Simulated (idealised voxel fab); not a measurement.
process module | voxel released beams
cross-section cut | 215 nm wide | cells 5 nm
A cross-section is a grid of square cells, given in bands from the top down. A band is one or more rows of cells.
Each band's line starts with the height of the band's top and of its bottom, in nm. Then come its materials from left to right, each with its width in nm. One material with "throughout" fills the band from edge to edge. "air" is empty space.
Height 0 is the level under which the wafer as received is all one material. The lowest band goes on downwards, as in "0 down".
A width such as "30 to 40" changes by the same amount from each row of cells to the next, from the band's top row to its bottom row.
"no change" after a step means that no cell of the cross-section changed.
closed voids: empty space of 8 cells or more with no open way to the top, each as width x height at its distance from the left edge, in nm
after a step's settings: what the simulator itself notes on the step
overlay nm, on a step with a mask: how far to the right of its planned place the mask lay; to the left if negative
plan
1 op RECEIVE | material Si
2 op CONFORMAL_DEP | material SiN | thk nm 10
3 op DIRECTIONAL_DEP | material SiO2 | thk nm 10
4 op DIRECTIONAL_DEP | material aC | thk nm 10
5 op PATTERN | tone open | mask id ANCHOR | material resist | width nm 35 | thk nm 25 | overlay nm 0
6 op DIRECTIONAL_ETCH | etch materials aC | depth nm 10
7 op STRIP | etch materials resist
8 op DIRECTIONAL_ETCH | etch materials SiO2 | depth nm 10
9 op STRIP | etch materials aC
10 op CONFORMAL_DEP | material polySi | thk nm 15
11 op DIRECTIONAL_DEP | material aC | thk nm 10
12 op PATTERN | tone cover | mask id BEAM | material resist | width nm 105 | thk nm 30 | overlay nm 0
13 op DIRECTIONAL_ETCH | etch materials aC | depth nm 10
14 op STRIP | etch materials resist
15 op DIRECTIONAL_ETCH | etch materials polySi | depth nm 15
16 op STRIP | etch materials aC
17 op STRIP | etch materials SiO2
as received, after step 1
  0 down: Si throughout
  closed voids: none
first wafer at the end, as planned
  35 to 25: air 50 | polySi 20 | air 5 | polySi 80 | air 60
  25 to 20: air 50 | polySi 105 | air 60
  20 to 10: air 55 | polySi 35 | air 125
  10 to 0: SiN throughout
  0 down: Si throughout
  closed voids: none
second wafer at the end: like start, like plan, one mistake
  35 to 20: air 50 | polySi 105 | air 60
  20 to 10: SiN throughout
  10 to 0: SiO2 throughout
  0 down: Si throughout
  closed voids: none
what went wrong: steps 2 and 3 were swapped
at the end the second wafer has, in cells: 86 more of SiO2 | 12 fewer of polySi
